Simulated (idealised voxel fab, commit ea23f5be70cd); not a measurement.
The name of this process module is voxel ribs on slabs.
We display cut, a cross-section 260 nm in width whose square cells are each 5 nm.
Think of the cross-section as a grid of square cells. We describe it in bands, top to bottom, and each band covers one or more rows of those cells.
Heads up on the band format: heights come first, top then bottom, in nm. After that it's the materials left to right, each with its width in nm. A single material flagged "throughout" fills the whole band edge to edge, and "blank" means there's empty space there.
It should be noted that heights are counted from 0, beneath which the wafer as supplied is of one material throughout, and that the lowest band possesses no lower boundary but continues downward, as written in "z 0 and below".
Width spec "30..40" -> top row of cells at first value, bottom row at second value, equal per-row change in between.
For the purposes of this document, the phrase "nothing different" attached to a step denotes that no cell within the cross-section was modified by that step.
"Sealed internal voids" specifies each empty space that is not open to the top and that occupies no fewer than 8 cells, using the form width x height at distance, the distance measured from the left edge and all three quantities in nm.
The remark found on a step's line after its settings is issued by the simulator itself and pertains to that step.
Among the settings permitted on a step's line is "overlay nm"; applied to a step with a mask, it specifies the extent to which the mask lay to the right of its planned position, whereas a negative figure signifies a position to the left.
Steps planned for the process:
1,RECEIVE, material Si
2,DIRECTIONAL_DEP, material SiO2, thk nm 25
3,DIRECTIONAL_DEP, material SiN, thk nm 20
4,DIRECTIONAL_DEP, material aC, thk nm 15
5,PATTERN, tone cover, mask id RIB, material resist, width nm 25, thk nm 30, overlay nm 0
6,DIRECTIONAL_ETCH, etch materials aC, depth nm 15
7,STRIP, etch materials resist
8,DIRECTIONAL_ETCH, etch materials SiN, depth nm 15
9,STRIP, etch materials aC
10,DIRECTIONAL_DEP, material aC, thk nm 10
11,PATTERN, tone cover, mask id SLAB, material resist, width nm 75, thk nm 30, overlay nm 0
12,DIRECTIONAL_ETCH, etch materials aC, depth nm 10
13,STRIP, etch materials resist
14,DIRECTIONAL_ETCH, etch materials SiN, depth nm 5
15,STRIP, etch materials aC
16,FILL_DEP, material SiO2, thk nm 25
17,CMP, height nm 65
18,DIRECTIONAL_DEP, material TiN, thk nm 10
19,MASKED_ETCH, tone cover, mask id HEATER, width nm 25, etch materials TiN, depth nm 10, overlay nm 0
20,CONFORMAL_DEP, material SiO2, thk nm 5
Every wafer here starts from the same state; it is the step 19 width nm that distinguishes them, and the value the plan gives belongs to the first wafer.
As-received cross-section, first of several wafers, post step 1:
* z 0 and below = Si throughout
* Sealed internal voids: none
Every row in this table is a wafer at the end of the module, and it gives, for each of the materials, the cells that wafer has gained (+) or lost (-) since it was received, then its closed voids:
width nm 25; +30 SiN; +702 SiO2; +10 TiN; Sealed internal voids: none
width nm 30; +30 SiN; +702 SiO2; +12 TiN; Sealed internal voids: none
width nm 35; +30 SiN; +702 SiO2; +14 TiN; Sealed internal voids: none
width nm 40; +30 SiN; +702 SiO2; +16 TiN; Sealed internal voids: none
width nm 45; +30 SiN; +702 SiO2; +18 TiN; Sealed internal voids: none
width nm 50; +30 SiN; +702 SiO2; +20 TiN; Sealed internal voids: none
